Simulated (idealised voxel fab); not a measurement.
The document below concerns the process module designated voxel spacer lines.
Square cells of 5 nm make up the cross-section cut, whose width is 175 nm.
Just so we're on the same page, the cross-sections are grids of square cells, and they're listed out in bands top to bottom, each band one or more rows deep.
In this notation a band is specified by the heights of its top and bottom, in that order and in nm, after which its materials appear from left to right, each paired with its width in nm. The word "throughout" attached to a single material means that material fills the band from edge to edge; the word "air" stands for empty space.
Measure heights from 0. That's the level where, below it, the as-received wafer is all one material. The lowest band is bottomless and extends downward; write it as in "0 -> down".
The two numbers in a width such as "30 to 40" mark its ends across the band: the first belongs to the top row of cells, the second to the bottom row, and from each row to the next the width moves by the same amount.
The designation "nothing altered", where it is given for a processing step, indicates that no cell of the cross-section was altered in the course of that step.
"Closed cavity list" - sealed voids, min. 8 cells, no opening to top; format: width x height at distance (distance from left edge; nm throughout).
Heads up: the bit after the settings on a step's line is the simulator's remark on that step.
For masked steps, "overlay nm" on the step line gives how far right of plan the mask actually lay; a minus sign means it lay to the left.
HERE'S WHAT THE PLANNED PROCESS STEPS LOOK LIKE
1: RECEIVE (material Si)
2: CONFORMAL_DEP (material Al2O3; thk nm 5)
3: DIRECTIONAL_DEP (material SiN; thk nm 15)
4: DIRECTIONAL_DEP (material aC; thk nm 25)
5: PATTERN (tone cover; mask id MANDREL; material resist; width nm 15; pitch nm 50; thk nm 30; overlay nm 0)
6: DIRECTIONAL_ETCH (etch materials aC; depth nm 25)
7: STRIP (etch materials resist)
8: CONFORMAL_DEP (material SiO2; thk nm 10)
9: DIRECTIONAL_ETCH (etch materials SiO2; depth nm 10)
10: STRIP (etch materials aC)
11: DIRECTIONAL_ETCH (etch materials SiN; depth nm 5)
12: STRIP (etch materials SiO2)
Every wafer here starts from the same state; it is the step 11 depth nm that distinguishes them, and the value the plan gives belongs to the first wafer.
CROSS-SECTIONAL VIEW OF THE FIRST OF SEVERAL WAFERS IN THE AS-RECEIVED CONDITION, CORRESPONDING TO THE STATE FOLLOWING STEP 1
0 -> down = Si throughout
Closed cavity list: none
CROSS-SECTION, FIRST OF SEVERAL WAFERS, END OF MODULE, AFTER LAST STEP 12
20 -> 15 = air 20 | SiN 10 | air 15 | SiN 10 | air 15 | SiN 10 | air 15 | SiN 10 | air 15 | SiN 10 | air 15 | SiN 10 | air 20
15 -> 5 = SiN throughout
5 -> 0 = Al2O3 throughout
0 -> down = Si throughout
Closed cavity list: none
THE LAST WAFER AS SEEN IN CROSS-SECTION AT THE END OF THE MODULE
20 -> 5 = air 20 | SiN 10 | air 15 | SiN 10 | air 15 | SiN 10 | air 15 | SiN 10 | air 15 | SiN 10 | air 15 | SiN 10 | air 20
5 -> 0 = Al2O3 throughout
0 -> down = Si throughout
Closed cavity list: none
END OF MODULE, BY WAFER: MATERIAL-BY-MATERIAL CELL GAIN (+) OR LOSS (-) SINCE RECEIPT, THEN CLOSED VOIDS
depth nm 5, +35 Al2O3, +82 SiN, Closed cavity list: none
depth nm 10, +35 Al2O3, +59 SiN, Closed cavity list: none
depth nm 15, +35 Al2O3, +36 SiN, Closed cavity list: none
depth nm 20, +35 Al2O3, +36 SiN, Closed cavity list: none
depth nm 25, +35 Al2O3, +36 SiN, Closed cavity list: none
depth nm 30, +35 Al2O3, +36 SiN, Closed cavity list: none
